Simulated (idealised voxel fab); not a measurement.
Process module in this document: voxel ribs on slabs
Cross-sectional view cut (width: 270 nm; square cell size: 5 nm).
Each cross-section below is a grid of square cells, stated as bands in top-down order, with one or more rows of cells making up each band. The entry gives the band's vertical extent as a top height and a bottom height in nm, then its horizontal make-up as materials from left to right, each with a width in nm. "empty" stands for empty space; a single material marked "edge to edge" fills the band edge to edge. A quick word on heights: they are counted from 0, and under that level the wafer as it came to us is one material throughout. The lowest band is different from the rest in having no bottom; it simply continues downward, written as in "0 -> down". The two numbers in a width such as "30..40" mark its ends across the band: the first belongs to the top row of cells, the second to the bottom row, and from each row to the next the width moves by the same amount. "remained the same" for a step: no cell of the cross-section changed in that step. Look at "Encapsulated voids" for the closed voids: empty spaces with no open path to the top, sized 8 cells or up. Each is width x height at distance, distance from the left edge, all nm. If you see something after the settings on a step's line, that's the simulator's own remark about that step. A step's line can hold "overlay nm"; with a mask on that step, the setting says how far right of the planned place the mask lay, while a negative setting says it lay to the left.

Steps planned for the process:
1 RECEIVE with material Si
2 DIRECTIONAL_DEP with material SiO2, thk nm 20
3 DIRECTIONAL_DEP with material SiN, thk nm 25
4 MASKED_ETCH with tone cover, mask id RIB, width nm 25, etch materials SiN, depth nm 5, overlay nm 0
5 MASKED_ETCH with tone cover, mask id SLAB, width nm 85, etch materials SiN, depth nm 20, overlay nm 0
6 FILL_DEP with material SiO2, thk nm 25
7 CMP with height nm 60
8 DIRECTIONAL_DEP with material W, thk nm 10
9 DIRECTIONAL_DEP with material aC, thk nm 10
10 PATTERN with tone cover, mask id HEATER, material resist, width nm 35, thk nm 25, overlay nm 0
11 DIRECTIONAL_ETCH with etch materials aC, depth nm 10
12 STRIP with etch materials resist
13 DIRECTIONAL_ETCH with etch materials W, depth nm 10
14 STRIP with etch materials aC
15 CONFORMAL_DEP with material SiN, thk nm 5

Cross-section of the wafer at receipt, which is the condition after step 1:
> 0 -> down = Si edge to edge
> Encapsulated voids: none

End-of-module cross-section of the first of two wafers, processed as planned:
> 75 -> 70 = empty=110, then SiN=45, then empty=115
> 70 -> 65 = empty=110, then SiN=5, then W=35, then SiN=5, then empty=115
> 65 -> 60 = SiN=115, then W=35, then SiN=120
> 60 -> 45 = SiO2 edge to edge
> 45 -> 40 = SiO2=120, then SiN=25, then SiO2=125
> 40 -> 20 = SiO2=90, then SiN=85, then SiO2=95
> 20 -> 0 = SiO2 edge to edge
> 0 -> down = Si edge to edge
> Encapsulated voids: none

Second wafer at the end: like start, like plan, one mistake:
> 75 -> 70 = empty=110, then SiN=45, then empty=115
> 70 -> 65 = empty=110, then SiN=5, then W=35, then SiN=5, then empty=115
> 65 -> 60 = SiN=115, then W=35, then SiN=120
> 60 -> 45 = SiO2 edge to edge
> 45 -> 40 = SiO2=120, then SiN=25, then SiO2=125
> 40 -> 20 = SiO2=100, then SiN=85, then SiO2=85
> 20 -> 0 = SiO2 edge to edge
> 0 -> down = Si edge to edge
> Encapsulated voids: none
Plan not followed: step 5 went in with a setting other than planned; the actual run was MASKED_ETCH with tone cover, mask id SLAB, width nm 85, etch materials SiN, depth nm 20, overlay nm 10
Final wafers compared: equal cell tally per material, rearranged layout.
